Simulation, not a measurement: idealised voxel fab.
process module | voxel tone inversion
cross-section cut | 295 nm wide | cells 5 nm
A cross-section is a grid of square cells, given in bands from the top down. A band is one or more rows of cells.
Each band's line starts with the height of the band's top and of its bottom, in nm. Then come its materials from left to right, each with its width in nm. One material with "throughout" fills the band from edge to edge. "air" is empty space.
Height 0 is the level under which the wafer as received is all one material. The lowest band goes on downwards, as in "0 down".
A width such as "30 to 40" changes by the same amount from each row of cells to the next, from the band's top row to its bottom row.
"no change" after a step means that no cell of the cross-section changed.
closed voids: empty space of 8 cells or more with no open way to the top, each as width x height at its distance from the left edge, in nm
after a step's settings: what the simulator itself notes on the step
overlay nm, on a step with a mask: how far to the right of its planned place the mask lay; to the left if negative
plan
1 op RECEIVE | material Si
2 op CONFORMAL_DEP | material SiN | thk nm 5
3 op DIRECTIONAL_DEP | material polySi | thk nm 20
4 op PATTERN | tone cover | mask id POSTS | material resist | width nm 25 | pitch nm 55 | thk nm 25 | overlay nm 0
5 op DIRECTIONAL_ETCH | etch materials polySi | depth nm 20
6 op STRIP | etch materials resist
7 op FILL_DEP | material lowk | thk nm 5
8 op CMP | height nm 25
9 op STRIP | etch materials polySi
10 op CONFORMAL_DEP | material TiN | thk nm 5
11 op FILL_DEP | material Cu | thk nm 10
12 op CMP | height nm 25
13 op CONFORMAL_DEP | material SiCN | thk nm 5
first wafer, as planned
as received, after step 1
  0 down: Si throughout
  closed voids: none
after step 2
  5 to 0: SiN throughout
  below 0: unchanged
after step 3
  25 to 5: polySi throughout
  below 5: unchanged
after step 4
  50 to 25: air 80 | resist 25 | air 30 | resist 25 | air 30 | resist 25 | air 80
  below 25: unchanged
after step 5
  50 to 25: air 80 | resist 25 | air 30 | resist 25 | air 30 | resist 25 | air 80
  25 to 5: air 80 | polySi 25 | air 30 | polySi 25 | air 30 | polySi 25 | air 80
  below 5: unchanged
after step 6
  25 to 5: air 80 | polySi 25 | air 30 | polySi 25 | air 30 | polySi 25 | air 80
  below 5: unchanged
after step 7
  30 to 25: lowk throughout
  25 to 5: lowk 80 | polySi 25 | lowk 30 | polySi 25 | lowk 30 | polySi 25 | lowk 80
  below 5: unchanged
after step 8
  25 to 5: lowk 80 | polySi 25 | lowk 30 | polySi 25 | lowk 30 | polySi 25 | lowk 80
  below 5: unchanged
after step 9
  25 to 5: lowk 80 | air 25 | lowk 30 | air 25 | lowk 30 | air 25 | lowk 80
  below 5: unchanged
after step 10
  30 to 25: TiN 85 | air 15 | TiN 40 | air 15 | TiN 40 | air 15 | TiN 85
  25 to 10: lowk 80 | TiN 5 | air 15 | TiN 5 | lowk 30 | TiN 5 | air 15 | TiN 5 | lowk 30 | TiN 5 | air 15 | TiN 5 | lowk 80
  10 to 5: lowk 80 | TiN 25 | lowk 30 | TiN 25 | lowk 30 | TiN 25 | lowk 80
  below 5: unchanged
after step 11
  40 to 30: Cu throughout
  30 to 25: TiN 85 | Cu 15 | TiN 40 | Cu 15 | TiN 40 | Cu 15 | TiN 85
  25 to 10: lowk 80 | TiN 5 | Cu 15 | TiN 5 | lowk 30 | TiN 5 | Cu 15 | TiN 5 | lowk 30 | TiN 5 | Cu 15 | TiN 5 | lowk 80
  below 10: unchanged
after step 12
  25 to 10: lowk 80 | TiN 5 | Cu 15 | TiN 5 | lowk 30 | TiN 5 | Cu 15 | TiN 5 | lowk 30 | TiN 5 | Cu 15 | TiN 5 | lowk 80
  below 10: unchanged
after step 13
  30 to 25: SiCN throughout
  below 25: unchanged
second wafer: like start, like plan, one mistake. Through step 1 it matches the first wafer
when step 2 should have ended
  20 to 0: polySi throughout
  below 0: unchanged
when step 3 should have ended
  25 to 20: SiN throughout
  below 20: unchanged
when step 4 should have ended
  50 to 25: air 80 | resist 25 | air 30 | resist 25 | air 30 | resist 25 | air 80
  below 25: unchanged
when step 5 should have ended: no change
when step 6 should have ended
  25 to 20: SiN throughout
  below 20: unchanged
when step 7 should have ended
  30 to 25: lowk throughout
  below 25: unchanged
when step 8 should have ended
  25 to 20: SiN throughout
  below 20: unchanged
when step 9 should have ended: no change
when step 10 should have ended
  30 to 25: TiN throughout
  below 25: unchanged
when step 11 should have ended
  40 to 30: Cu throughout
  below 30: unchanged
when step 12 should have ended
  25 to 20: SiN throughout
  below 20: unchanged
when step 13 should have ended
  30 to 25: SiCN throughout
  below 25: unchanged
what went wrong: steps 2 and 3 were swapped
at the end the second wafer has, in cells: 27 fewer of Cu | 33 fewer of TiN | 176 fewer of lowk | 236 more of polySi
